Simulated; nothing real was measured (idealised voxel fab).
This section sets out a process module, namely voxel transistor to metal.
The cross-section on display is named cut; it measures 250 nm wide, and its cells are 5 nm squares.
If you're reading a cross-section in this doc, picture square cells in a grid; it comes to you as bands, top ones listed first down to the bottom, and a band can be one or more rows of cells.
Basically the band line says how high the top is and how high the bottom is, in nm, and then what's in it from left to right, every material with its width in nm. Empty space shows up as "empty", and if a single material carries "everywhere" it runs the full band edge to edge.
Height is counted from the level 0, under which the received wafer is composed throughout of one material. The lowest of the bands is not closed at the bottom but continues downward, in the notation "from 0 down".
A width such as "30 to 40" changes by the same amount from each row of cells to the next, from the band's top row to its bottom row.
The designation "remains unaltered", where it is given for a processing step, indicates that no cell of the cross-section was altered in the course of that step.
Empty spaces counting at least 8 cells and having no open way to the top are listed in "Trapped cavities". The notation width x height at distance is used for each, the distance being from the left edge and all three values in nm.
It should be noted that, on the line of a given step, the content following the step's settings is a remark produced by the simulator itself with respect to that step.
overlay nm: step with mask; distance mask lay right of planned place; negative value = left of planned place.
### plan
step 1: op RECEIVE | material Si
step 2: op CONFORMAL_DEP | material SiO2 | thk nm 5
step 3: op CONFORMAL_DEP | material SiN | thk nm 10
step 4: op PATTERN | tone cover | mask id ACTIVE | material resist | width nm 95 | pitch nm 125 | thk nm 15 | overlay nm 0
step 5: op DIRECTIONAL_ETCH | etch materials SiN | depth nm 10
step 6: op DIRECTIONAL_ETCH | etch materials SiO2 | depth nm 5
step 7: op DIRECTIONAL_ETCH | etch materials Si | depth nm 25
step 8: op STRIP | etch materials resist
step 9: op FILL_DEP | material SiO2 | thk nm 5
step 10: op CMP | height nm 15
step 11: op SELECTIVE_ETCH | etch materials SiO2 | depth nm 5
step 12: op STRIP | etch materials SiN
step 13: op SELECTIVE_ETCH | etch materials SiO2 | depth nm 5
step 14: op OXIDIZE | depth nm 5
step 15: op DIRECTIONAL_DEP | material polySi | thk nm 25
step 16: op DIRECTIONAL_DEP | material SiCN | thk nm 15
step 17: op PATTERN | tone cover | mask id GATE | material resist | width nm 25 | pitch nm 125 | thk nm 20 | overlay nm 0
step 18: op DIRECTIONAL_ETCH | etch materials SiCN | depth nm 25
step 19: op DIRECTIONAL_ETCH | etch materials polySi | depth nm 35
step 20: op STRIP | etch materials resist
step 21: op CONFORMAL_DEP | material SiO2 | thk nm 5
step 22: op DIRECTIONAL_ETCH | etch materials SiO2 | depth nm 5
step 23: op CONFORMAL_DEP | material SiN | thk nm 10
step 24: op DIRECTIONAL_ETCH | etch materials SiN | depth nm 10
step 25: op DIRECTIONAL_ETCH | etch materials SiO2 | depth nm 5
step 26: op DIRECTIONAL_ETCH | etch materials Si | depth nm 5
step 27: op EPI | material pSi | thk nm 10
step 28: op FILL_DEP | material SiO2 | thk nm 10
step 29: op CMP | height nm 40
step 30: op DIRECTIONAL_DEP | material SiO2 | thk nm 15
step 31: op DIRECTIONAL_DEP | material aC | thk nm 10
step 32: op PATTERN | tone open | mask id CONTACT | material resist | width nm 25 | thk nm 25 | overlay nm 0
step 33: op DIRECTIONAL_ETCH | etch materials aC | depth nm 10
step 34: op STRIP | etch materials resist
step 35: op DIRECTIONAL_ETCH | etch materials SiO2 | depth nm 50
step 36: op STRIP | etch materials aC
step 37: op CONFORMAL_DEP | material TiN | thk nm 5
step 38: op FILL_DEP | material Ru | thk nm 5
step 39: op CMP | height nm 55
step 40: op DIRECTIONAL_DEP | material TiN | thk nm 5
step 41: op DIRECTIONAL_DEP | material Ru | thk nm 25
step 42: op MASKED_ETCH | tone cover | mask id METAL_1 | width nm 15 | etch materials Ru | depth nm 25 | overlay nm 0
step 43: op MASKED_ETCH | tone cover | mask id METAL_1 | width nm 15 | etch materials TiN | depth nm 5 | overlay nm 0
step 44: op CONFORMAL_DEP | material SiN | thk nm 5
step 45: op FILL_DEP | material lowk | thk nm 10
step 46: op CMP | height nm 85
step 47: op CONFORMAL_DEP | material SiCN | thk nm 5
step 48: op DIRECTIONAL_DEP | material lowk | thk nm 30
step 49: op MASKED_ETCH | tone open | mask id METAL_2 | width nm 15 | pitch nm 125 | etch materials lowk | depth nm 20 | overlay nm 0
step 50: op DIRECTIONAL_DEP | material aC | thk nm 15
step 51: op PATTERN | tone open | mask id METAL_2_HOLES | material resist | width nm 15 | pitch nm 125 | thk nm 30 | overlay nm 0
step 52: op DIRECTIONAL_ETCH | etch materials aC | depth nm 15
step 53: op STRIP | etch materials resist
step 54: op DIRECTIONAL_ETCH | etch materials lowk | depth nm 10
step 55: op DIRECTIONAL_ETCH | etch materials SiCN | depth nm 5
step 56: op STRIP | etch materials aC
step 57: op CONFORMAL_DEP | material TiN | thk nm 5
step 58: op FILL_DEP | material Ru | thk nm 5
step 59: op CMP | height nm 120
step 60: op CONFORMAL_DEP | material SiN | thk nm 5
### Delivered wafer in cross-section: state after step 1
- from 0 down: Si everywhere
- Trapped cavities: none
### Cross-section: first of two wafers, module finished, run according to plan
- from 125 to 120: SiN everywhere
- from 120 to 90: lowk (20) | TiN (5) | Ru (5) | TiN (5) | lowk (110) | TiN (5) | Ru (5) | TiN (5) | lowk (90)
- from 90 to 85: SiCN (20) | TiN (15) | SiCN (110) | TiN (15) | SiCN (90)
- from 85 to 60: lowk (15) | SiN (5) | Ru (15) | SiN (5) | lowk (45) | SiN (5) | Ru (15) | SiN (5) | lowk (30) | SiN (5) | Ru (15) | SiN (5) | lowk (45) | SiN (5) | Ru (15) | SiN (5) | lowk (15)
- from 60 to 55: SiN (20) | TiN (15) | SiN (55) | TiN (15) | SiN (40) | TiN (15) | SiN (55) | TiN (15) | SiN (20)
- from 55 to 45: SiO2 (20) | TiN (5) | Ru (15) | TiN (5) | SiO2 (35) | TiN (5) | Ru (15) | TiN (5) | SiO2 (40) | TiN (5) | Ru (15) | TiN (5) | SiO2 (35) | TiN (5) | Ru (15) | TiN (5) | SiO2 (20)
- from 45 to 40: SiO2 (20) | TiN (5) | Ru (5) | TiN (15) | SiO2 (35) | TiN (15) | Ru (5) | TiN (5) | SiO2 (40) | TiN (5) | Ru (5) | TiN (15) | SiO2 (35) | TiN (15) | Ru (5) | TiN (5) | SiO2 (20)
- from 40 to 25: SiO2 (20) | TiN (5) | Ru (5) | TiN (5) | SiN (10) | SiO2 (5) | SiCN (25) | SiO2 (5) | SiN (10) | TiN (5) | Ru (5) | TiN (5) | SiO2 (40) | TiN (5) | Ru (5) | TiN (5) | SiN (10) | SiO2 (5) | SiCN (25) | SiO2 (5) | SiN (10) | TiN (5) | Ru (5) | TiN (5) | SiO2 (20)
- from 25 to 10: SiO2 (20) | TiN (5) | Ru (5) | TiN (5) | SiN (10) | SiO2 (5) | polySi (25) | SiO2 (5) | SiN (10) | TiN (5) | Ru (5) | TiN (5) | SiO2 (40) | TiN (5) | Ru (5) | TiN (5) | SiN (10) | SiO2 (5) | polySi (25) | SiO2 (5) | SiN (10) | TiN (5) | Ru (5) | TiN (5) | SiO2 (20)
- from 10 to 5: SiO2 (20) | TiN (15) | SiN (10) | SiO2 (5) | polySi (25) | SiO2 (5) | SiN (10) | TiN (15) | SiO2 (40) | TiN (15) | SiN (10) | SiO2 (5) | polySi (25) | SiO2 (5) | SiN (10) | TiN (15) | SiO2 (20)
- from 5 to 0: SiO2 (15) | SiN (10) | pSi (10) | SiN (10) | SiO2 (5) | polySi (25) | SiO2 (5) | SiN (10) | pSi (10) | SiN (10) | SiO2 (30) | SiN (10) | pSi (10) | SiN (10) | SiO2 (5) | polySi (25) | SiO2 (5) | SiN (10) | pSi (10) | SiN (10) | SiO2 (15)
- from 0 to -5: SiO2 (25) | pSi (10) | SiO2 (55) | pSi (10) | SiO2 (50) | pSi (10) | SiO2 (55) | pSi (10) | SiO2 (25)
- from -5 to -10: SiO2 (15) | Si (10) | pSi (10) | Si (55) | pSi (10) | Si (10) | SiO2 (30) | Si (10) | pSi (10) | Si (55) | pSi (10) | Si (10) | SiO2 (15)
- from -10 to -25: SiO2 (15) | Si (95) | SiO2 (30) | Si (95) | SiO2 (15)
- from -25 down: Si everywhere
- Trapped cavities: none
### End of module, second wafer, cross-section. Started like the first, planned like the first, run with one mistake
- from 125 to 120: SiN everywhere
- from 120 to 90: lowk (20) | TiN (5) | Ru (5) | TiN (5) | lowk (110) | TiN (5) | Ru (5) | TiN (5) | lowk (90)
- from 90 to 85: SiCN (20) | TiN (15) | SiCN (110) | TiN (15) | SiCN (90)
- from 85 to 60: lowk (15) | SiN (5) | Ru (15) | SiN (5) | lowk (45) | SiN (5) | Ru (15) | SiN (5) | lowk (30) | SiN (5) | Ru (15) | SiN (5) | lowk (45) | SiN (5) | Ru (15) | SiN (5) | lowk (15)
- from 60 to 55: SiN (20) | TiN (15) | SiN (55) | TiN (15) | SiN (40) | TiN (15) | SiN (55) | TiN (15) | SiN (20)
- from 55 to 45: SiO2 (20) | TiN (5) | Ru (15) | TiN (5) | SiO2 (35) | TiN (5) | Ru (15) | TiN (5) | SiO2 (40) | TiN (5) | Ru (15) | TiN (5) | SiO2 (35) | TiN (5) | Ru (15) | TiN (5) | SiO2 (20)
- from 45 to 40: SiO2 (20) | TiN (5) | Ru (5) | TiN (15) | SiO2 (35) | TiN (15) | Ru (5) | TiN (5) | SiO2 (40) | TiN (5) | Ru (5) | TiN (15) | SiO2 (35) | TiN (15) | Ru (5) | TiN (5) | SiO2 (20)
- from 40 to 25: SiO2 (20) | TiN (5) | Ru (5) | TiN (5) | SiN (10) | SiO2 (5) | SiCN (25) | SiO2 (5) | SiN (10) | TiN (5) | Ru (5) | TiN (5) | SiO2 (40) | TiN (5) | Ru (5) | TiN (5) | SiN (10) | SiO2 (5) | SiCN (25) | SiO2 (5) | SiN (10) | TiN (5) | Ru (5) | TiN (5) | SiO2 (20)
- from 25 to 20: SiO2 (20) | TiN (15) | SiN (10) | SiO2 (5) | polySi (25) | SiO2 (5) | SiN (10) | TiN (15) | SiO2 (40) | TiN (15) | SiN (10) | SiO2 (5) | polySi (25) | SiO2 (5) | SiN (10) | TiN (15) | SiO2 (20)
- from 20 to 5: SiO2 (35) | SiN (10) | SiO2 (5) | polySi (25) | SiO2 (5) | SiN (10) | SiO2 (70) | SiN (10) | SiO2 (5) | polySi (25) | SiO2 (5) | SiN (10) | SiO2 (35)
- from 5 to 0: SiO2 (15) | SiN (10) | pSi (10) | SiN (10) | SiO2 (5) | polySi (25) | SiO2 (5) | SiN (10) | pSi (10) | SiN (10) | SiO2 (30) | SiN (10) | pSi (10) | SiN (10) | SiO2 (5) | polySi (25) | SiO2 (5) | SiN (10) | pSi (10) | SiN (10) | SiO2 (15)
- from 0 to -5: SiO2 (25) | pSi (10) | SiO2 (55) | pSi (10) | SiO2 (50) | pSi (10) | SiO2 (55) | pSi (10) | SiO2 (25)
- from -5 to -10: SiO2 (15) | Si (10) | pSi (10) | Si (55) | pSi (10) | Si (10) | SiO2 (30) | Si (10) | pSi (10) | Si (55) | pSi (10) | Si (10) | SiO2 (15)
- from -10 to -25: SiO2 (15) | Si (95) | SiO2 (30) | Si (95) | SiO2 (15)
- from -25 down: Si everywhere
- Trapped cavities: none
Plan not followed: plan step 30 ran twice
Looking at both finished wafers in cells, the second ends up ahead of or behind the first on some materials: -12 Ru; +36 SiO2; -24 TiN
